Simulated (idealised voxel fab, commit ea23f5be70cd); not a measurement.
Module name: voxel trench capacitor (process module)
In the cross-section labelled cut, the width is 185 nm and each square cell is 5 nm.
Each cross-section below is a grid of square cells, stated as bands in top-down order, with one or more rows of cells making up each band.
In this notation a band is specified by the heights of its top and bottom, in that order and in nm, after which its materials appear from left to right, each paired with its width in nm. The word "all across" attached to a single material means that material fills the band from edge to edge; the word "blank" stands for empty space.
Height 0 is the level under which the wafer as received is all one material. The lowest band goes on downwards, as in "0 nm and below".
Note: "30->40" means the width goes from the first number (top row of the band) to the second number (bottom row) in equal steps per row of cells.
Any step labelled "no modification" changed none of the cells in the cross-section.
In the "Closed void inventory" entry, you get each enclosed empty space of 8 cells or more, one with no open way to the top, written width x height at distance, distance from the left edge, in nm.
That trailing text on a step's line, after the settings, is the simulator's own remark on the step.
Regarding "overlay nm": on a step with a mask, it is the distance the mask lay to the right of its planned place; a negative value places it to the left.

# Planned step list for the process
1) RECEIVE (material Si)
2) CONFORMAL_DEP (material SiN; thk nm 5)
3) DIRECTIONAL_DEP (material aC; thk nm 10)
4) PATTERN (tone open; mask id TRENCH; material resist; width nm 20; pitch nm 45; thk nm 25; overlay nm 0)
5) DIRECTIONAL_ETCH (etch materials aC; depth nm 10)
6) STRIP (etch materials resist)
7) DIRECTIONAL_ETCH (etch materials SiN; depth nm 5)
8) DIRECTIONAL_ETCH (etch materials Si; depth nm 40)
9) STRIP (etch materials aC)
10) CONFORMAL_DEP (material Al2O3; thk nm 5)
11) FILL_DEP (material polySi; thk nm 10)
12) CMP (height nm 5)

# Run as planned: first of two wafers

# Received-state cross-section, reflecting completion of step 1
* 0 nm and below: Si all across
* Closed void inventory: none

# Once step 2 is through, the wafer looks like this in cross-section
* 5 nm to 0 nm: SiN all across
* Below 0 it's all the same as before, nothing changed down there.

# Once step 3 is through, the wafer looks like this in cross-section
* 15 nm to 5 nm: aC all across
* Below 5 it's all the same as before, nothing changed down there.

# Once step 4 is through, the wafer looks like this in cross-section
* 40 nm to 15 nm: 15 resist, then 20 blank, then 25 resist, then 20 blank, then 25 resist, then 20 blank, then 25 resist, then 20 blank, then 15 resist
* Below 15 it's all the same as before, nothing changed down there.

# Once step 5 is through, the wafer looks like this in cross-section
* 30 nm to 15 nm: 15 resist, then 20 blank, then 25 resist, then 20 blank, then 25 resist, then 20 blank, then 25 resist, then 20 blank, then 15 resist
* 15 nm to 5 nm: 15 aC, then 20 blank, then 25 aC, then 20 blank, then 25 aC, then 20 blank, then 25 aC, then 20 blank, then 15 aC
* Below 5 it's all the same as before, nothing changed down there.

# Once step 6 is through, the wafer looks like this in cross-section
* 15 nm to 5 nm: 15 aC, then 20 blank, then 25 aC, then 20 blank, then 25 aC, then 20 blank, then 25 aC, then 20 blank, then 15 aC
* Below 5 it's all the same as before, nothing changed down there.

# Once step 7 is through, the wafer looks like this in cross-section
* 15 nm to 5 nm: 15 aC, then 20 blank, then 25 aC, then 20 blank, then 25 aC, then 20 blank, then 25 aC, then 20 blank, then 15 aC
* 5 nm to 0 nm: 15 SiN, then 20 blank, then 25 SiN, then 20 blank, then 25 SiN, then 20 blank, then 25 SiN, then 20 blank, then 15 SiN
* Below 0 it's all the same as before, nothing changed down there.

# Once step 8 is through, the wafer looks like this in cross-section
* 15 nm to 5 nm: 15 aC, then 20 blank, then 25 aC, then 20 blank, then 25 aC, then 20 blank, then 25 aC, then 20 blank, then 15 aC
* 5 nm to 0 nm: 15 SiN, then 20 blank, then 25 SiN, then 20 blank, then 25 SiN, then 20 blank, then 25 SiN, then 20 blank, then 15 SiN
* 0 nm to -40 nm: 15 Si, then 20 blank, then 25 Si, then 20 blank, then 25 Si, then 20 blank, then 25 Si, then 20 blank, then 15 Si
* Below -40 it's all the same as before, nothing changed down there.

# Once step 9 is through, the wafer looks like this in cross-section
* 5 nm to 0 nm: 15 SiN, then 20 blank, then 25 SiN, then 20 blank, then 25 SiN, then 20 blank, then 25 SiN, then 20 blank, then 15 SiN
* Below 0 it's all the same as before, nothing changed down there.

# Once step 10 is through, the wafer looks like this in cross-section
* 10 nm to 5 nm: 20 Al2O3, then 10 blank, then 35 Al2O3, then 10 blank, then 35 Al2O3, then 10 blank, then 35 Al2O3, then 10 blank, then 20 Al2O3
* 5 nm to 0 nm: 15 SiN, then 5 Al2O3, then 10 blank, then 5 Al2O3, then 25 SiN, then 5 Al2O3, then 10 blank, then 5 Al2O3, then 25 SiN, then 5 Al2O3, then 10 blank, then 5 Al2O3, then 25 SiN, then 5 Al2O3, then 10 blank, then 5 Al2O3, then 15 SiN
* 0 nm to -35 nm: 15 Si, then 5 Al2O3, then 10 blank, then 5 Al2O3, then 25 Si, then 5 Al2O3, then 10 blank, then 5 Al2O3, then 25 Si, then 5 Al2O3, then 10 blank, then 5 Al2O3, then 25 Si, then 5 Al2O3, then 10 blank, then 5 Al2O3, then 15 Si
* -35 nm to -40 nm: 15 Si, then 20 Al2O3, then 25 Si, then 20 Al2O3, then 25 Si, then 20 Al2O3, then 25 Si, then 20 Al2O3, then 15 Si
* Below -40 it's all the same as before, nothing changed down there.

# Once step 11 is through, the wafer looks like this in cross-section
* 20 nm to 10 nm: polySi all across
* 10 nm to 5 nm: 20 Al2O3, then 10 polySi, then 35 Al2O3, then 10 polySi, then 35 Al2O3, then 10 polySi, then 35 Al2O3, then 10 polySi, then 20 Al2O3
* 5 nm to 0 nm: 15 SiN, then 5 Al2O3, then 10 polySi, then 5 Al2O3, then 25 SiN, then 5 Al2O3, then 10 polySi, then 5 Al2O3, then 25 SiN, then 5 Al2O3, then 10 polySi, then 5 Al2O3, then 25 SiN, then 5 Al2O3, then 10 polySi, then 5 Al2O3, then 15 SiN
* 0 nm to -35 nm: 15 Si, then 5 Al2O3, then 10 polySi, then 5 Al2O3, then 25 Si, then 5 Al2O3, then 10 polySi, then 5 Al2O3, then 25 Si, then 5 Al2O3, then 10 polySi, then 5 Al2O3, then 25 Si, then 5 Al2O3, then 10 polySi, then 5 Al2O3, then 15 Si
* Below -35 it's all the same as before, nothing changed down there.

# Once step 12 is through, the wafer looks like this in cross-section
* 5 nm to 0 nm: 15 SiN, then 5 Al2O3, then 10 polySi, then 5 Al2O3, then 25 SiN, then 5 Al2O3, then 10 polySi, then 5 Al2O3, then 25 SiN, then 5 Al2O3, then 10 polySi, then 5 Al2O3, then 25 SiN, then 5 Al2O3, then 10 polySi, then 5 Al2O3, then 15 SiN
* Below 0 it's all the same as before, nothing changed down there.

# Companion wafer, the second of two: same beginning, same intended sequence, one mistake in carrying it out; through step 7 inclusive it tracks the first exactly

# when step 8 should have ended
* 15 nm to 5 nm: 15 aC, then 20 blank, then 25 aC, then 20 blank, then 25 aC, then 20 blank, then 25 aC, then 20 blank, then 15 aC
* 5 nm to 0 nm: 15 SiN, then 20 blank, then 25 SiN, then 20 blank, then 25 SiN, then 20 blank, then 25 SiN, then 20 blank, then 15 SiN
* 0 nm to -80 nm: 15 Si, then 20 blank, then 25 Si, then 20 blank, then 25 Si, then 20 blank, then 25 Si, then 20 blank, then 15 Si
* Below -80 it's all the same as before, nothing changed down there.

# when step 9 should have ended
* 5 nm to 0 nm: 15 SiN, then 20 blank, then 25 SiN, then 20 blank, then 25 SiN, then 20 blank, then 25 SiN, then 20 blank, then 15 SiN
* Below 0 it's all the same as before, nothing changed down there.

# when step 10 should have ended
* 10 nm to 5 nm: 20 Al2O3, then 10 blank, then 35 Al2O3, then 10 blank, then 35 Al2O3, then 10 blank, then 35 Al2O3, then 10 blank, then 20 Al2O3
* 5 nm to 0 nm: 15 SiN, then 5 Al2O3, then 10 blank, then 5 Al2O3, then 25 SiN, then 5 Al2O3, then 10 blank, then 5 Al2O3, then 25 SiN, then 5 Al2O3, then 10 blank, then 5 Al2O3, then 25 SiN, then 5 Al2O3, then 10 blank, then 5 Al2O3, then 15 SiN
* 0 nm to -75 nm: 15 Si, then 5 Al2O3, then 10 blank, then 5 Al2O3, then 25 Si, then 5 Al2O3, then 10 blank, then 5 Al2O3, then 25 Si, then 5 Al2O3, then 10 blank, then 5 Al2O3, then 25 Si, then 5 Al2O3, then 10 blank, then 5 Al2O3, then 15 Si
* -75 nm to -80 nm: 15 Si, then 20 Al2O3, then 25 Si, then 20 Al2O3, then 25 Si, then 20 Al2O3, then 25 Si, then 20 Al2O3, then 15 Si
* Below -80 it's all the same as before, nothing changed down there.

# when step 11 should have ended
* 20 nm to 10 nm: polySi all across
* 10 nm to 5 nm: 20 Al2O3, then 10 polySi, then 35 Al2O3, then 10 polySi, then 35 Al2O3, then 10 polySi, then 35 Al2O3, then 10 polySi, then 20 Al2O3
* 5 nm to 0 nm: 15 SiN, then 5 Al2O3, then 10 polySi, then 5 Al2O3, then 25 SiN, then 5 Al2O3, then 10 polySi, then 5 Al2O3, then 25 SiN, then 5 Al2O3, then 10 polySi, then 5 Al2O3, then 25 SiN, then 5 Al2O3, then 10 polySi, then 5 Al2O3, then 15 SiN
* 0 nm to -75 nm: 15 Si, then 5 Al2O3, then 10 polySi, then 5 Al2O3, then 25 Si, then 5 Al2O3, then 10 polySi, then 5 Al2O3, then 25 Si, then 5 Al2O3, then 10 polySi, then 5 Al2O3, then 25 Si, then 5 Al2O3, then 10 polySi, then 5 Al2O3, then 15 Si
* Below -75 it's all the same as before, nothing changed down there.

# when step 12 should have ended
* 5 nm to 0 nm: 15 SiN, then 5 Al2O3, then 10 polySi, then 5 Al2O3, then 25 SiN, then 5 Al2O3, then 10 polySi, then 5 Al2O3, then 25 SiN, then 5 Al2O3, then 10 polySi, then 5 Al2O3, then 25 SiN, then 5 Al2O3, then 10 polySi, then 5 Al2O3, then 15 SiN
* Below 0 it's all the same as before, nothing changed down there.
What was the processing mistake? step 8 of the plan was twice carried out
Heads up, by the end the second wafer has more or fewer cells of some materials compared to the first: 64 more of Al2O3, 128 fewer of Si, 64 more of polySi
